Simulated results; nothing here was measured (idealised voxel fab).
Process module under the name voxel transistor to metal
Cross-sectional view cut (width: 285 nm; square cell size: 5 nm).
Reading order for cross-sections: top band down to bottom band. Underlying form: a grid of square cells. Band size: one or more rows of cells. First you get the band's top height and its bottom height, in nm, and then the materials it's made of, left to right, with each width in nm. If you see a single material with "all across", that one covers the band edge to edge. "air" is empty space. Heights are reckoned from 0. Under this level, the received wafer is all of one material. The bottommost band is open-ended downward, for example "0..down". Width: "30 to 40" (first number = top row, second number = bottom row, same change from row to row of cells). Given "remained unchanged" for a step, no cell of the cross-section differs between before and after that step. Heads up: "Entrapped voids" only lists the empty pockets with no open path to the top that are 8 cells or more, and it writes them as width x height at distance, distance from the left edge, in nm. It should be noted that, on the line of a given step, the content following the step's settings is a remark produced by the simulator itself with respect to that step. overlay nm: step with mask; distance mask lay right of planned place; negative value = left of planned place.

The planned process steps are enumerated hereunder:
1: RECEIVE (material Si)
2: OXIDIZE (depth nm 5)
3: CONFORMAL_DEP (material SiN; thk nm 10)
4: PATTERN (tone cover; mask id ACTIVE; material resist; width nm 100; pitch nm 125; thk nm 20; overlay nm 0)
5: DIRECTIONAL_ETCH (etch materials SiN; depth nm 10)
6: DIRECTIONAL_ETCH (etch materials SiO2; depth nm 5)
7: DIRECTIONAL_ETCH (etch materials Si; depth nm 25)
8: STRIP (etch materials resist)
9: FILL_DEP (material SiO2; thk nm 10)
10: CMP (height nm 10)
11: SELECTIVE_ETCH (etch materials SiO2; depth nm 5)
12: STRIP (etch materials SiN)
13: SELECTIVE_ETCH (etch materials SiO2; depth nm 5)
14: OXIDIZE (depth nm 5)
15: DIRECTIONAL_DEP (material polySi; thk nm 25)
16: DIRECTIONAL_DEP (material SiCN; thk nm 10)
17: DIRECTIONAL_DEP (material aC; thk nm 10)
18: PATTERN (tone cover; mask id GATE; material resist; width nm 20; pitch nm 125; thk nm 30; overlay nm 0)
19: DIRECTIONAL_ETCH (etch materials aC; depth nm 10)
20: STRIP (etch materials resist)
21: DIRECTIONAL_ETCH (etch materials SiCN; depth nm 20)
22: DIRECTIONAL_ETCH (etch materials polySi; depth nm 35)
23: STRIP (etch materials aC)
24: CONFORMAL_DEP (material SiN; thk nm 10)
25: DIRECTIONAL_ETCH (etch materials SiN; depth nm 10)
26: DIRECTIONAL_ETCH (etch materials SiO2; depth nm 5)
27: EPI (material SiGe; thk nm 5)
28: FILL_DEP (material SiO2; thk nm 10)
29: CMP (height nm 30)
30: DIRECTIONAL_DEP (material SiO2; thk nm 15)
31: MASKED_ETCH (tone open; mask id CONTACT; width nm 30; etch materials SiO2; depth nm 50; overlay nm 0)
32: CONFORMAL_DEP (material TiN; thk nm 5)
33: FILL_DEP (material W; thk nm 10)
34: CMP (height nm 45)
35: CONFORMAL_DEP (material SiCN; thk nm 5)
36: DIRECTIONAL_DEP (material lowk; thk nm 25)
37: MASKED_ETCH (tone open; mask id METAL_1; width nm 15; etch materials lowk; depth nm 25; overlay nm 0)
38: MASKED_ETCH (tone open; mask id METAL_1; width nm 15; etch materials SiCN; depth nm 5; overlay nm 0)
39: CONFORMAL_DEP (material TiN; thk nm 5)
40: FILL_DEP (material Ru; thk nm 10)
41: CMP (height nm 75)
42: EPI (material Ru; thk nm 5)
43: FILL_DEP (material SiCN; thk nm 5)

Cross-section: wafer on arrival = after step 1:
    0..down  Si all across
    Entrapped voids: none

The first of the two wafers as seen in cross-section once the module was finished; processing followed the plan:
    85..80  SiCN all across
    80..75  SiCN=30  Ru=25  SiCN=50  Ru=25  SiCN=25  Ru=25  SiCN=50  Ru=25  SiCN=30
    75..50  lowk=35  TiN=5  Ru=5  TiN=5  lowk=60  TiN=5  Ru=5  TiN=5  lowk=35  TiN=5  Ru=5  TiN=5  lowk=60  TiN=5  Ru=5  TiN=5  lowk=35
    50..45  SiCN=35  TiN=15  SiCN=60  TiN=15  SiCN=35  TiN=15  SiCN=60  TiN=15  SiCN=35
    45..35  SiO2=35  TiN=5  W=20  TiN=5  SiO2=30  TiN=5  W=20  TiN=5  SiO2=35  TiN=5  W=20  TiN=5  SiO2=30  TiN=5  W=20  TiN=5  SiO2=35
    35..30  SiO2=35  TiN=5  W=15  TiN=10  SiO2=30  TiN=10  W=15  TiN=5  SiO2=35  TiN=5  W=15  TiN=10  SiO2=30  TiN=10  W=15  TiN=5  SiO2=35
    30..20  SiO2=35  TiN=5  W=15  TiN=5  SiN=10  SiCN=20  SiN=10  TiN=5  W=15  TiN=5  SiO2=35  TiN=5  W=15  TiN=5  SiN=10  SiCN=20  SiN=10  TiN=5  W=15  TiN=5  SiO2=35
    20..0  SiO2=35  TiN=5  W=15  TiN=5  SiN=10  polySi=20  SiN=10  TiN=5  W=15  TiN=5  SiO2=35  TiN=5  W=15  TiN=5  SiN=10  polySi=20  SiN=10  TiN=5  W=15  TiN=5  SiO2=35
    0..-5  SiO2=25  SiN=10  TiN=25  SiN=10  polySi=20  SiN=10  TiN=25  SiN=10  SiO2=15  SiN=10  TiN=25  SiN=10  polySi=20  SiN=10  TiN=25  SiN=10  SiO2=25
    -5..-10  SiO2=35  SiGe=25  SiO2=40  SiGe=25  SiO2=35  SiGe=25  SiO2=40  SiGe=25  SiO2=35
    -10..-30  SiO2=30  Si=100  SiO2=25  Si=100  SiO2=30
    -30..down  Si all across
    Entrapped voids: none

Second wafer cross-section at end of module - shared start and plan with the first, one mistake in the run:
    100..95  SiCN all across
    95..80  Ru all across
    80..75  TiN=40  Ru=5  TiN=70  Ru=5  TiN=45  Ru=5  TiN=70  Ru=5  TiN=40
    75..50  lowk=35  TiN=5  Ru=5  TiN=5  lowk=60  TiN=5  Ru=5  TiN=5  lowk=35  TiN=5  Ru=5  TiN=5  lowk=60  TiN=5  Ru=5  TiN=5  lowk=35
    50..45  SiCN=35  TiN=15  SiCN=60  TiN=15  SiCN=35  TiN=15  SiCN=60  TiN=15  SiCN=35
    45..35  SiO2=35  TiN=5  W=20  TiN=5  SiO2=30  TiN=5  W=20  TiN=5  SiO2=35  TiN=5  W=20  TiN=5  SiO2=30  TiN=5  W=20  TiN=5  SiO2=35
    35..30  SiO2=35  TiN=5  W=15  TiN=10  SiO2=30  TiN=10  W=15  TiN=5  SiO2=35  TiN=5  W=15  TiN=10  SiO2=30  TiN=10  W=15  TiN=5  SiO2=35
    30..20  SiO2=35  TiN=5  W=15  TiN=5  SiN=10  SiCN=20  SiN=10  TiN=5  W=15  TiN=5  SiO2=35  TiN=5  W=15  TiN=5  SiN=10  SiCN=20  SiN=10  TiN=5  W=15  TiN=5  SiO2=35
    20..0  SiO2=35  TiN=5  W=15  TiN=5  SiN=10  polySi=20  SiN=10  TiN=5  W=15  TiN=5  SiO2=35  TiN=5  W=15  TiN=5  SiN=10  polySi=20  SiN=10  TiN=5  W=15  TiN=5  SiO2=35
    0..-5  SiO2=25  SiN=10  TiN=25  SiN=10  polySi=20  SiN=10  TiN=25  SiN=10  SiO2=15  SiN=10  TiN=25  SiN=10  polySi=20  SiN=10  TiN=25  SiN=10  SiO2=25
    -5..-10  SiO2=35  SiGe=25  SiO2=40  SiGe=25  SiO2=35  SiGe=25  SiO2=40  SiGe=25  SiO2=35
    -10..-30  SiO2=30  Si=100  SiO2=25  Si=100  SiO2=30
    -30..down  Si all across
    Entrapped voids: none
Want to know what went wrong? plan step 41: skipped, not run
Counted in cells at the end, the second wafer holds more or fewer of these materials than the first: +155 Ru | -37 SiCN | +53 TiN
